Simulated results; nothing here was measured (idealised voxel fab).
A process module follows: voxel fin reveal.
The cross-section on display is named cut; it measures 160 nm wide, and its cells are 5 nm squares.
When this document writes out a cross-section, it uses a grid of square cells and lists it as bands, beginning at the top and moving down, with a band standing for one or more rows of cells. Basically the band line says how high the top is and how high the bottom is, in nm, and then what's in it from left to right, every material with its width in nm. Empty space shows up as "empty", and if a single material carries "everywhere" it runs the full band edge to edge. Heights are reckoned from 0. Under this level, the received wafer is all of one material. The bottommost band is open-ended downward, for example "top 0, no bottom". Width: "30..40" (first number = top row, second number = bottom row, same change from row to row of cells). "no change occurred" -> step changed no cross-section cell. This entry, "Sealed cavities", enumerates those empty regions of no fewer than 8 cells that possess no open connection to the top. Each region is reported in the form width x height at distance, the distance being taken from the left edge, with all three quantities expressed in nm. Step line, after settings: the simulator's comment on this step. You can add "overlay nm" to a step's line. For a step with a mask, it describes how far the mask lay to the right of its planned position, and a negative number describes a lay to the left. The remainder of this document consists of a sequence of paired cross-sections. Each pair presents the cross-section prior to one process step together with the cross-section following it, the latter being rendered only as deep as the lowest band that underwent change. The intervening step, together with its settings, is stated beneath each pair. Because the pairs may originate from different runs of this module on the same starting wafer, a given pair is to be read as continuing from the preceding pair only where its entry headed "Pre-step section" so indicates.

Pre-step section
- top 0, no bottom = Si everywhere
- Sealed cavities: none

After the Step
- top 10, bottom 0 = SiN everywhere
- Whatever lies below 0 is exactly as it was before.
- Sealed cavities: none
Between the two cross-sections shown above lies CONFORMAL_DEP | material SiN | thk nm 10

Pre-step section: the after view from the pair directly above serves as the before view here.

After the Step
- top 20, bottom 10 = aC everywhere
- Whatever lies below 10 is exactly as it was before.
- Sealed cavities: none
Between the two cross-sections shown above lies DIRECTIONAL_DEP | material aC | thk nm 10

Pre-step section: the after view from the pair directly above serves as the before view here.

After the Step
- top 50, bottom 20 = empty=35, resist=15, empty=20, resist=15, empty=20, resist=15, empty=40
- Whatever lies below 20 is exactly as it was before.
- Sealed cavities: none
Between the two cross-sections shown above lies PATTERN | tone cover | mask id FINS | material resist | width nm 15 | pitch nm 35 | thk nm 30 | overlay nm 0

Pre-step section: the after view from the pair directly above serves as the before view here.

After the Step
- top 40, bottom 20 = empty=35, resist=15, empty=20, resist=15, empty=20, resist=15, empty=40
- top 20, bottom 10 = empty=35, aC=15, empty=20, aC=15, empty=20, aC=15, empty=40
- Whatever lies below 10 is exactly as it was before.
- Sealed cavities: none
Between the two cross-sections shown above lies DIRECTIONAL_ETCH | etch materials aC | depth nm 10

Pre-step section: the after view from the pair directly above serves as the before view here.

After the Step
- top 20, bottom 10 = empty=35, aC=15, empty=20, aC=15, empty=20, aC=15, empty=40
- Whatever lies below 10 is exactly as it was before.
- Sealed cavities: none
Between the two cross-sections shown above lies STRIP | etch materials resist

Pre-step section: the after view from the pair directly above serves as the before view here.

After the Step
- top 20, bottom 10 = empty=35, aC=15, empty=20, aC=15, empty=20, aC=15, empty=40
- top 10, bottom 0 = empty=35, SiN=15, empty=20, SiN=15, empty=20, SiN=15, empty=40
- Whatever lies below 0 is exactly as it was before.
- Sealed cavities: none
Between the two cross-sections shown above lies DIRECTIONAL_ETCH | etch materials SiN | depth nm 10

Pre-step section: the after view from the pair directly above serves as the before view here.

After the Step
- top 20, bottom 10 = empty=35, aC=15, empty=20, aC=15, empty=20, aC=15, empty=40
- top 10, bottom 0 = empty=35, SiN=15, empty=20, SiN=15, empty=20, SiN=15, empty=40
- top 0, bottom -40 = empty=35, Si=15, empty=20, Si=15, empty=20, Si=15, empty=40
- Whatever lies below -40 is exactly as it was before.
- Sealed cavities: none
Between the two cross-sections shown above lies DIRECTIONAL_ETCH | etch materials Si | depth nm 40

Pre-step section: the after view from the pair directly above serves as the before view here.

After the Step
- top 10, bottom 0 = empty=35, SiN=15, empty=20, SiN=15, empty=20, SiN=15, empty=40
- Whatever lies below 0 is exactly as it was before.
- Sealed cavities: none
Between the two cross-sections shown above lies STRIP | etch materials aC

Pre-step section: the after view from the pair directly above serves as the before view here.

After the Step
- top 25, bottom 10 = SiO2 everywhere
- top 10, bottom 0 = SiO2=35, SiN=15, SiO2=20, SiN=15, SiO2=20, SiN=15, SiO2=40
- top 0, bottom -40 = SiO2=35, Si=15, SiO2=20, Si=15, SiO2=20, Si=15, SiO2=40
- Whatever lies below -40 is exactly as it was before.
- Sealed cavities: none
Between the two cross-sections shown above lies FILL_DEP | material SiO2 | thk nm 15

Pre-step section: the after view from the pair directly above serves as the before view here.

After the Step
- top 10, bottom 0 = SiO2=35, SiN=15, SiO2=20, SiN=15, SiO2=20, SiN=15, SiO2=40
- Whatever lies below 0 is exactly as it was before.
- Sealed cavities: none
Between the two cross-sections shown above lies CMP | height nm 10

Pre-step section: the after view from the pair directly above serves as the before view here.

After the Step
- top 10, bottom 0 = empty=35, SiN=15, empty=20, SiN=15, empty=20, SiN=15, empty=40
- top 0, bottom -15 = empty=35, Si=15, empty=20, Si=15, empty=20, Si=15, empty=40
- Whatever lies below -15 is exactly as it was before.
- Sealed cavities: none
Between the two cross-sections shown above lies SELECTIVE_ETCH | etch materials SiO2 | depth nm 25

Pre-step section: the after view from the pair directly above serves as the before view here.

After the Step
- top 0, bottom -15 = empty=35, Si=15, empty=20, Si=15, empty=20, Si=15, empty=40
- Whatever lies below -15 is exactly as it was before.
- Sealed cavities: none
Between the two cross-sections shown above lies STRIP | etch materials SiN

Pre-step section: the after view from the pair directly above serves as the before view here.

After the Step
- top 5, bottom 0 = empty=30, SiO2=25, empty=10, SiO2=25, empty=10, SiO2=25, empty=35
- top 0, bottom -10 = empty=30, SiO2=5, Si=15, SiO2=5, empty=10, SiO2=5, Si=15, SiO2=5, empty=10, SiO2=5, Si=15, SiO2=5, empty=35
- top -10, bottom -40 = SiO2=35, Si=15, SiO2=20, Si=15, SiO2=20, Si=15, SiO2=40
- Whatever lies below -40 is exactly as it was before.
- Sealed cavities: none
Between the two cross-sections shown above lies CONFORMAL_DEP | material SiO2 | thk nm 5

Pre-step section
- top 10, bottom 0 = SiO2=35, SiN=15, SiO2=20, SiN=15, SiO2=20, SiN=15, SiO2=40
- top 0, bottom -40 = SiO2=35, Si=15, SiO2=20, Si=15, SiO2=20, Si=15, SiO2=40
- top -40, no bottom = Si everywhere
- Sealed cavities: none

After the Step
- top 10, bottom 0 = SiO2=35, empty=15, SiO2=20, empty=15, SiO2=20, empty=15, SiO2=40
- Whatever lies below 0 is exactly as it was before.
- Sealed cavities: none
Between the two cross-sections shown above lies STRIP | etch materials SiN

Pre-step section: the after view from the pair directly above serves as the before view here.

After the Step
- top 0, bottom -15 = empty=35, Si=15, empty=20, Si=15, empty=20, Si=15, empty=40
- top -15, bottom -25 = SiO2=10, empty=25, Si=15, empty=20, Si=15, empty=20, Si=15, empty=25, SiO2=15
- Whatever lies below -25 is exactly as it was before.
- Sealed cavities: none
Between the two cross-sections shown above lies SELECTIVE_ETCH | etch materials SiO2 | depth nm 25

Pre-step section: the after view from the pair directly above serves as the before view here.

After the Step
- top 5, bottom 0 = empty=30, SiO2=25, empty=10, SiO2=25, empty=10, SiO2=25, empty=35
- top 0, bottom -10 = empty=30, SiO2=5, Si=15, SiO2=5, empty=10, SiO2=5, Si=15, SiO2=5, empty=10, SiO2=5, Si=15, SiO2=5, empty=35
- top -10, bottom -20 = SiO2=15, empty=15, SiO2=5, Si=15, SiO2=5, empty=10, SiO2=5, Si=15, SiO2=5, empty=10, SiO2=5, Si=15, SiO2=5, empty=15, SiO2=20
- top -20, bottom -40 = SiO2=35, Si=15, SiO2=20, Si=15, SiO2=20, Si=15, SiO2=40
- Whatever lies below -40 is exactly as it was before.
- Sealed cavities: none
Between the two cross-sections shown above lies CONFORMAL_DEP | material SiO2 | thk nm 5

Pre-step section
- top 20, bottom 10 = empty=35, aC=15, empty=20, aC=15, empty=20, aC=15, empty=40
- top 10, bottom 0 = empty=35, SiN=15, empty=20, SiN=15, empty=20, SiN=15, empty=40
- top 0, no bottom = Si everywhere
- Sealed cavities: none

After the Step
- top 20, bottom 10 = empty=35, aC=15, empty=20, aC=15, empty=20, aC=15, empty=40
- top 10, bottom 0 = empty=35, SiN=15, empty=20, SiN=15, empty=20, SiN=15, empty=40
- top 0, bottom -35 = empty=35, Si=15, empty=20, Si=15, empty=20, Si=15, empty=40
- Whatever lies below -35 is exactly as it was before.
- Sealed cavities: none
Between the two cross-sections shown above lies DIRECTIONAL_ETCH | etch materials Si | depth nm 35

Pre-step section: the after view from the pair directly above serves as the before view here.

After the Step
- top 10, bottom 0 = empty=35, SiN=15, empty=20, SiN=15, empty=20, SiN=15, empty=40
- Whatever lies below 0 is exactly as it was before.
- Sealed cavities: none
Between the two cross-sections shown above lies STRIP | etch materials aC

Pre-step section: the after view from the pair directly above serves as the before view here.

After the Step
- top 25, bottom 10 = SiO2 everywhere
- top 10, bottom 0 = SiO2=35, SiN=15, SiO2=20, SiN=15, SiO2=20, SiN=15, SiO2=40
- top 0, bottom -35 = SiO2=35, Si=15, SiO2=20, Si=15, SiO2=20, Si=15, SiO2=40
- Whatever lies below -35 is exactly as it was before.
- Sealed cavities: none
Between the two cross-sections shown above lies FILL_DEP | material SiO2 | thk nm 15

Pre-step section: the after view from the pair directly above serves as the before view here.

After the Step
- top 10, bottom 0 = SiO2=35, SiN=15, SiO2=20, SiN=15, SiO2=20, SiN=15, SiO2=40
- Whatever lies below 0 is exactly as it was before.
- Sealed cavities: none
Between the two cross-sections shown above lies CMP | height nm 10

Pre-step section: the after view from the pair directly above serves as the before view here.

After the Step
- top 10, bottom 0 = empty=35, SiN=15, empty=20, SiN=15, empty=20, SiN=15, empty=40
- top 0, bottom -15 = empty=35, Si=15, empty=20, Si=15, empty=20, Si=15, empty=40
- Whatever lies below -15 is exactly as it was before.
- Sealed cavities: none
Between the two cross-sections shown above lies SELECTIVE_ETCH | etch materials SiO2 | depth nm 25

Pre-step section: the after view from the pair directly above serves as the before view here.

After the Step
- top 0, bottom -15 = empty=35, Si=15, empty=20, Si=15, empty=20, Si=15, empty=40
- Whatever lies below -15 is exactly as it was before.
- Sealed cavities: none
Between the two cross-sections shown above lies STRIP | etch materials SiN

Pre-step section: the after view from the pair directly above serves as the before view here.

After the Step
- top 5, bottom 0 = empty=30, SiO2=25, empty=10, SiO2=25, empty=10, SiO2=25, empty=35
- top 0, bottom -10 = empty=30, SiO2=5, Si=15, SiO2=5, empty=10, SiO2=5, Si=15, SiO2=5, empty=10, SiO2=5, Si=15, SiO2=5, empty=35
- top -10, bottom -35 = SiO2=35, Si=15, SiO2=20, Si=15, SiO2=20, Si=15, SiO2=40
- Whatever lies below -35 is exactly as it was before.
- Sealed cavities: none
Between the two cross-sections shown above lies CONFORMAL_DEP | material SiO2 | thk nm 5

Pre-step section
- top 20, bottom 10 = aC everywhere
- top 10, bottom 0 = SiN everywhere
- top 0, no bottom = Si everywhere
- Sealed cavities: none

After the Step
- top 50, bottom 20 = empty=35, resist=20, empty=15, resist=20, empty=15, resist=20, empty=35
- Whatever lies below 20 is exactly as it was before.
- Sealed cavities: none
Between the two cross-sections shown above lies PATTERN | tone cover | mask id FINS | material resist | width nm 20 | pitch nm 35 | thk nm 30 | overlay nm 0

Pre-step section: the after view from the pair directly above serves as the before view here.

After the Step
- top 40, bottom 20 = empty=35, resist=20, empty=15, resist=20, empty=15, resist=20, empty=35
- top 20, bottom 10 = empty=35, aC=20, empty=15, aC=20, empty=15, aC=20, empty=35
- Whatever lies below 10 is exactly as it was before.
- Sealed cavities: none
Between the two cross-sections shown above lies DIRECTIONAL_ETCH | etch materials aC | depth nm 10

Pre-step section: the after view from the pair directly above serves as the before view here.

After the Step
- top 20, bottom 10 = empty=35, aC=20, empty=15, aC=20, empty=15, aC=20, empty=35
- Whatever lies below 10 is exactly as it was before.
- Sealed cavities: none
Between the two cross-sections shown above lies STRIP | etch materials resist

Pre-step section: the after view from the pair directly above serves as the before view here.

After the Step
- top 20, bottom 10 = empty=35, aC=20, empty=15, aC=20, empty=15, aC=20, empty=35
- top 10, bottom 0 = empty=35, SiN=20, empty=15, SiN=20, empty=15, SiN=20, empty=35
- Whatever lies below 0 is exactly as it was before.
- Sealed cavities: none
Between the two cross-sections shown above lies DIRECTIONAL_ETCH | etch materials SiN | depth nm 10

Pre-step section: the after view from the pair directly above serves as the before view here.

After the Step
- top 20, bottom 10 = empty=35, aC=20, empty=15, aC=20, empty=15, aC=20, empty=35
- top 10, bottom 0 = empty=35, SiN=20, empty=15, SiN=20, empty=15, SiN=20, empty=35
- top 0, bottom -40 = empty=35, Si=20, empty=15, Si=20, empty=15, Si=20, empty=35
- Whatever lies below -40 is exactly as it was before.
- Sealed cavities: none
Between the two cross-sections shown above lies DIRECTIONAL_ETCH | etch materials Si | depth nm 40

Pre-step section: the after view from the pair directly above serves as the before view here.

After the Step
- top 10, bottom 0 = empty=35, SiN=20, empty=15, SiN=20, empty=15, SiN=20, empty=35
- Whatever lies below 0 is exactly as it was before.
- Sealed cavities: none
Between the two cross-sections shown above lies STRIP | etch materials aC

Pre-step section: the after view from the pair directly above serves as the before view here.

After the Step
- top 25, bottom 10 = SiO2 everywhere
- top 10, bottom 0 = SiO2=35, SiN=20, SiO2=15, SiN=20, SiO2=15, SiN=20, SiO2=35
- top 0, bottom -40 = SiO2=35, Si=20, SiO2=15, Si=20, SiO2=15, Si=20, SiO2=35
- Whatever lies below -40 is exactly as it was before.
- Sealed cavities: none
Between the two cross-sections shown above lies FILL_DEP | material SiO2 | thk nm 15

Pre-step section: the after view from the pair directly above serves as the before view here.

After the Step
- top 10, bottom 0 = SiO2=35, SiN=20, SiO2=15, SiN=20, SiO2=15, SiN=20, SiO2=35
- Whatever lies below 0 is exactly as it was before.
- Sealed cavities: none
Between the two cross-sections shown above lies CMP | height nm 10

Pre-step section: the after view from the pair directly above serves as the before view here.

After the Step
- top 10, bottom 0 = empty=35, SiN=20, empty=15, SiN=20, empty=15, SiN=20, empty=35
- top 0, bottom -15 = empty=35, Si=20, empty=15, Si=20, empty=15, Si=20, empty=35
- Whatever lies below -15 is exactly as it was before.
- Sealed cavities: none
Between the two cross-sections shown above lies SELECTIVE_ETCH | etch materials SiO2 | depth nm 25

Pre-step section: the after view from the pair directly above serves as the before view here.

After the Step
- top 0, bottom -15 = empty=35, Si=20, empty=15, Si=20, empty=15, Si=20, empty=35
- Whatever lies below -15 is exactly as it was before.
- Sealed cavities: none
Between the two cross-sections shown above lies STRIP | etch materials SiN

Pre-step section: the after view from the pair directly above serves as the before view here.

After the Step
- top 5, bottom 0 = empty=30, SiO2=30, empty=5, SiO2=30, empty=5, SiO2=30, empty=30
- top 0, bottom -10 = empty=30, SiO2=5, Si=20, SiO2=5, empty=5, SiO2=5, Si=20, SiO2=5, empty=5, SiO2=5, Si=20, SiO2=5, empty=30
- top -10, bottom -40 = SiO2=35, Si=20, SiO2=15, Si=20, SiO2=15, Si=20, SiO2=35
- Whatever lies below -40 is exactly as it was before.
- Sealed cavities: none
Between the two cross-sections shown above lies CONFORMAL_DEP | material SiO2 | thk nm 5

Pre-step section
- top 20, bottom 10 = aC everywhere
- top 10, bottom 0 = SiN everywhere
- top 0, no bottom = Si everywhere
- Sealed cavities: none

After the Step
- top 50, bottom 20 = empty=45, resist=15, empty=20, resist=15, empty=20, resist=15, empty=30
- Whatever lies below 20 is exactly as it was before.
- Sealed cavities: none
Between the two cross-sections shown above lies PATTERN | tone cover | mask id FINS | material resist | width nm 15 | pitch nm 35 | thk nm 30 | overlay nm 10

Pre-step section: the after view from the pair directly above serves as the before view here.

After the Step
- top 40, bottom 20 = empty=45, resist=15, empty=20, resist=15, empty=20, resist=15, empty=30
- top 20, bottom 10 = empty=45, aC=15, empty=20, aC=15, empty=20, aC=15, empty=30
- Whatever lies below 10 is exactly as it was before.
- Sealed cavities: none
Between the two cross-sections shown above lies DIRECTIONAL_ETCH | etch materials aC | depth nm 10

Pre-step section: the after view from the pair directly above serves as the before view here.

After the Step
- top 20, bottom 10 = empty=45, aC=15, empty=20, aC=15, empty=20, aC=15, empty=30
- Whatever lies below 10 is exactly as it was before.
- Sealed cavities: none
Between the two cross-sections shown above lies STRIP | etch materials resist

Pre-step section: the after view from the pair directly above serves as the before view here.

After the Step
- top 20, bottom 10 = empty=45, aC=15, empty=20, aC=15, empty=20, aC=15, empty=30
- top 10, bottom 0 = empty=45, SiN=15, empty=20, SiN=15, empty=20, SiN=15, empty=30
- Whatever lies below 0 is exactly as it was before.
- Sealed cavities: none
Between the two cross-sections shown above lies DIRECTIONAL_ETCH | etch materials SiN | depth nm 10

Pre-step section: the after view from the pair directly above serves as the before view here.

After the Step
- top 20, bottom 10 = empty=45, aC=15, empty=20, aC=15, empty=20, aC=15, empty=30
- top 10, bottom 0 = empty=45, SiN=15, empty=20, SiN=15, empty=20, SiN=15, empty=30
- top 0, bottom -40 = empty=45, Si=15, empty=20, Si=15, empty=20, Si=15, empty=30
- Whatever lies below -40 is exactly as it was before.
- Sealed cavities: none
Between the two cross-sections shown above lies DIRECTIONAL_ETCH | etch materials Si | depth nm 40

Pre-step section: the after view from the pair directly above serves as the before view here.

After the Step
- top 10, bottom 0 = empty=45, SiN=15, empty=20, SiN=15, empty=20, SiN=15, empty=30
- Whatever lies below 0 is exactly as it was before.
- Sealed cavities: none
Between the two cross-sections shown above lies STRIP | etch materials aC

Pre-step section: the after view from the pair directly above serves as the before view here.

After the Step
- top 25, bottom 10 = SiO2 everywhere
- top 10, bottom 0 = SiO2=45, SiN=15, SiO2=20, SiN=15, SiO2=20, SiN=15, SiO2=30
- top 0, bottom -40 = SiO2=45, Si=15, SiO2=20, Si=15, SiO2=20, Si=15, SiO2=30
- Whatever lies below -40 is exactly as it was before.
- Sealed cavities: none
Between the two cross-sections shown above lies FILL_DEP | material SiO2 | thk nm 15

Pre-step section: the after view from the pair directly above serves as the before view here.

After the Step
- top 10, bottom 0 = SiO2=45, SiN=15, SiO2=20, SiN=15, SiO2=20, SiN=15, SiO2=30
- Whatever lies below 0 is exactly as it was before.
- Sealed cavities: none
Between the two cross-sections shown above lies CMP | height nm 10

Pre-step section: the after view from the pair directly above serves as the before view here.

After the Step
- top 10, bottom 0 = empty=45, SiN=15, empty=20, SiN=15, empty=20, SiN=15, empty=30
- top 0, bottom -15 = empty=45, Si=15, empty=20, Si=15, empty=20, Si=15, empty=30
- Whatever lies below -15 is exactly as it was before.
- Sealed cavities: none
Between the two cross-sections shown above lies SELECTIVE_ETCH | etch materials SiO2 | depth nm 25

Pre-step section: the after view from the pair directly above serves as the before view here.

After the Step
- top 0, bottom -15 = empty=45, Si=15, empty=20, Si=15, empty=20, Si=15, empty=30
- Whatever lies below -15 is exactly as it was before.
- Sealed cavities: none
Between the two cross-sections shown above lies STRIP | etch materials SiN

Pre-step section: the after view from the pair directly above serves as the before view here.

After the Step
- top 5, bottom 0 = empty=40, SiO2=25, empty=10, SiO2=25, empty=10, SiO2=25, empty=25
- top 0, bottom -10 = empty=40, SiO2=5, Si=15, SiO2=5, empty=10, SiO2=5, Si=15, SiO2=5, empty=10, SiO2=5, Si=15, SiO2=5, empty=25
- top -10, bottom -40 = SiO2=45, Si=15, SiO2=20, Si=15, SiO2=20, Si=15, SiO2=30
- Whatever lies below -40 is exactly as it was before.
- Sealed cavities: none
Between the two cross-sections shown above lies CONFORMAL_DEP | material SiO2 | thk nm 5

Pre-step section
- top 10, bottom 0 = empty=35, SiN=15, empty=20, SiN=15, empty=20, SiN=15, empty=40
- top 0, bottom -15 = empty=35, Si=15, empty=20, Si=15, empty=20, Si=15, empty=40
- top -15, bottom -40 = SiO2=35, Si=15, SiO2=20, Si=15, SiO2=20, Si=15, SiO2=40
- top -40, no bottom = Si everywhere
- Sealed cavities: none

After the Step
- top 10, bottom 0 = empty=35, SiN=15, empty=20, SiN=15, empty=20, SiN=15, empty=40
- top 0, bottom -40 = empty=35, Si=15, empty=20, Si=15, empty=20, Si=15, empty=40
- Whatever lies below -40 is exactly as it was before.
- Sealed cavities: none
Between the two cross-sections shown above lies STRIP | etch materials SiO2

Pre-step section: the after view from the pair directly above serves as the before view here.

After the Step
- top 15, bottom 10 = empty=30, SiO2=25, empty=10, SiO2=25, empty=10, SiO2=25, empty=35
- top 10, bottom 0 = empty=30, SiO2=5, SiN=15, SiO2=5, empty=10, SiO2=5, SiN=15, SiO2=5, empty=10, SiO2=5, SiN=15, SiO2=5, empty=35
- top 0, bottom -35 = empty=30, SiO2=5, Si=15, SiO2=5, empty=10, SiO2=5, Si=15, SiO2=5, empty=10, SiO2=5, Si=15, SiO2=5, empty=35
- top -35, bottom -40 = SiO2=35, Si=15, SiO2=20, Si=15, SiO2=20, Si=15, SiO2=40
- Whatever lies below -40 is exactly as it was before.
- Sealed cavities: none
Between the two cross-sections shown above lies CONFORMAL_DEP | material SiO2 | thk nm 5

Pre-step section
- top 20, bottom 10 = aC everywhere
- top 10, bottom 0 = SiN everywhere
- top 0, no bottom = Si everywhere
- Sealed cavities: none

After the Step
- top 50, bottom 20 = resist=35, empty=15, resist=20, empty=15, resist=20, empty=15, resist=40
- Whatever lies below 20 is exactly as it was before.
- Sealed cavities: none
Between the two cross-sections shown above lies PATTERN | tone open | mask id FINS | material resist | width nm 15 | pitch nm 35 | thk nm 30 | overlay nm 0

Pre-step section: the after view from the pair directly above serves as the before view here.

After the Step
- top 40, bottom 20 = resist=35, empty=15, resist=20, empty=15, resist=20, empty=15, resist=40
- top 20, bottom 10 = aC=35, empty=15, aC=20, empty=15, aC=20, empty=15, aC=40
- Whatever lies below 10 is exactly as it was before.
- Sealed cavities: none
Between the two cross-sections shown above lies DIRECTIONAL_ETCH | etch materials aC | depth nm 10

Pre-step section: the after view from the pair directly above serves as the before view here.

After the Step
- top 20, bottom 10 = aC=35, empty=15, aC=20, empty=15, aC=20, empty=15, aC=40
- Whatever lies below 10 is exactly as it was before.
- Sealed cavities: none
Between the two cross-sections shown above lies STRIP | etch materials resist

Pre-step section: the after view from the pair directly above serves as the before view here.

After the Step
- top 20, bottom 10 = aC=35, empty=15, aC=20, empty=15, aC=20, empty=15, aC=40
- top 10, bottom 0 = SiN=35, empty=15, SiN=20, empty=15, SiN=20, empty=15, SiN=40
- Whatever lies below 0 is exactly as it was before.
- Sealed cavities: none
Between the two cross-sections shown above lies DIRECTIONAL_ETCH | etch materials SiN | depth nm 10

Pre-step section: the after view from the pair directly above serves as the before view here.

After the Step
- top 20, bottom 10 = aC=35, empty=15, aC=20, empty=15, aC=20, empty=15, aC=40
- top 10, bottom 0 = SiN=35, empty=15, SiN=20, empty=15, SiN=20, empty=15, SiN=40
- top 0, bottom -40 = Si=35, empty=15, Si=20, empty=15, Si=20, empty=15, Si=40
- Whatever lies below -40 is exactly as it was before.
- Sealed cavities: none
Between the two cross-sections shown above lies DIRECTIONAL_ETCH | etch materials Si | depth nm 40

Pre-step section: the after view from the pair directly above serves as the before view here.

After the Step
- top 10, bottom 0 = SiN=35, empty=15, SiN=20, empty=15, SiN=20, empty=15, SiN=40
- Whatever lies below 0 is exactly as it was before.
- Sealed cavities: none
Between the two cross-sections shown above lies STRIP | etch materials aC

Pre-step section: the after view from the pair directly above serves as the before view here.

After the Step
- top 25, bottom 10 = SiO2 everywhere
- top 10, bottom 0 = SiN=35, SiO2=15, SiN=20, SiO2=15, SiN=20, SiO2=15, SiN=40
- top 0, bottom -40 = Si=35, SiO2=15, Si=20, SiO2=15, Si=20, SiO2=15, Si=40
- Whatever lies below -40 is exactly as it was before.
- Sealed cavities: none
Between the two cross-sections shown above lies FILL_DEP | material SiO2 | thk nm 15

Pre-step section: the after view from the pair directly above serves as the before view here.

After the Step
- top 10, bottom 0 = SiN=35, SiO2=15, SiN=20, SiO2=15, SiN=20, SiO2=15, SiN=40
- Whatever lies below 0 is exactly as it was before.
- Sealed cavities: none
Between the two cross-sections shown above lies CMP | height nm 10

Pre-step section: the after view from the pair directly above serves as the before view here.

After the Step
- top 10, bottom 0 = SiN=35, empty=15, SiN=20, empty=15, SiN=20, empty=15, SiN=40
- top 0, bottom -15 = Si=35, empty=15, Si=20, empty=15, Si=20, empty=15, Si=40
- Whatever lies below -15 is exactly as it was before.
- Sealed cavities: none
Between the two cross-sections shown above lies SELECTIVE_ETCH | etch materials SiO2 | depth nm 25

Pre-step section: the after view from the pair directly above serves as the before view here.

After the Step
- top 0, bottom -15 = Si=35, empty=15, Si=20, empty=15, Si=20, empty=15, Si=40
- Whatever lies below -15 is exactly as it was before.
- Sealed cavities: none
Between the two cross-sections shown above lies STRIP | etch materials SiN

Pre-step section: the after view from the pair directly above serves as the before view here.

After the Step
- top 5, bottom 0 = SiO2=40, empty=5, SiO2=30, empty=5, SiO2=30, empty=5, SiO2=45
- top 0, bottom -10 = Si=35, SiO2=5, empty=5, SiO2=5, Si=20, SiO2=5, empty=5, SiO2=5, Si=20, SiO2=5, empty=5, SiO2=5, Si=40
- top -10, bottom -40 = Si=35, SiO2=15, Si=20, SiO2=15, Si=20, SiO2=15, Si=40
- Whatever lies below -40 is exactly as it was before.
- Sealed cavities: none
Between the two cross-sections shown above lies CONFORMAL_DEP | material SiO2 | thk nm 5
